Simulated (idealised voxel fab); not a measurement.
This section sets out a process module, namely voxel spacer lines.
185 nm wide, 5 nm square cells: that's cross-section cut.
Throughout this document, each cross-section is represented as a grid of square cells and is presented as a sequence of bands enumerated from the top downward, where a band comprises one or more rows of cells.
This entry defines a band. It first specifies the height of the band's top and the height of its bottom in nm, and then specifies the band's materials from left to right, stating each material with its width in nm. The word "all across" identifies a single material that fills the band from edge to edge, while the word "empty" identifies empty space.
Basically, 0 is our baseline, since under it the wafer straight out of the box is all one material. The bottom band has no lower end and keeps on going down, so it looks like "0..down".
Graded width ("30 to 40"): value in top row of band = first number; value in bottom row = second number; row-to-row change constant.
"all unchanged" for a step: no cell of the cross-section changed in that step.
The list in "Closed empty spaces" covers empty spaces of 8 cells or more that cannot reach the top through any open way, and it gives each as width x height at distance; the distance is from the left edge, and width, height and distance are in nm.
after a step's settings: what the simulator itself notes on the step
When a step includes a mask, the "overlay nm" setting on its line states how far to the right of its planned place that mask lay, and negative values state how far to the left.

The following list gives the planned process steps
1) RECEIVE with material Si
2) CONFORMAL_DEP with material Al2O3, thk nm 10
3) DIRECTIONAL_DEP with material W, thk nm 10
4) DIRECTIONAL_DEP with material polySi, thk nm 25
5) PATTERN with tone cover, mask id MANDREL, material resist, width nm 15, pitch nm 50, thk nm 30, overlay nm 0
6) DIRECTIONAL_ETCH with etch materials polySi, depth nm 25
7) STRIP with etch materials resist
8) CONFORMAL_DEP with material SiO2, thk nm 10
9) DIRECTIONAL_ETCH with etch materials SiO2, depth nm 10
10) STRIP with etch materials polySi
11) DIRECTIONAL_ETCH with etch materials W, depth nm 10
12) STRIP with etch materials SiO2
13) FILL_DEP with material lowk, thk nm 10
14) CMP with height nm 20

Cross-section of the wafer upon arrival, representing the state reached after step 1
    0..down  Si all across
    Closed empty spaces: none

Cross-sectional result after module completion. Note: starting condition and plan are unchanged from above; one processing mistake was made
    20..10  55 nm lowk, 5 nm W, 15 nm lowk, 5 nm W, 25 nm lowk, 5 nm W, 15 nm lowk, 5 nm W, 55 nm lowk
    10..0  Al2O3 all across
    0..down  Si all across
    Closed empty spaces: none
Here's what went sideways: note that step 8 departed from the planned setting and was carried out as CONFORMAL_DEP with material SiO2, thk nm 5
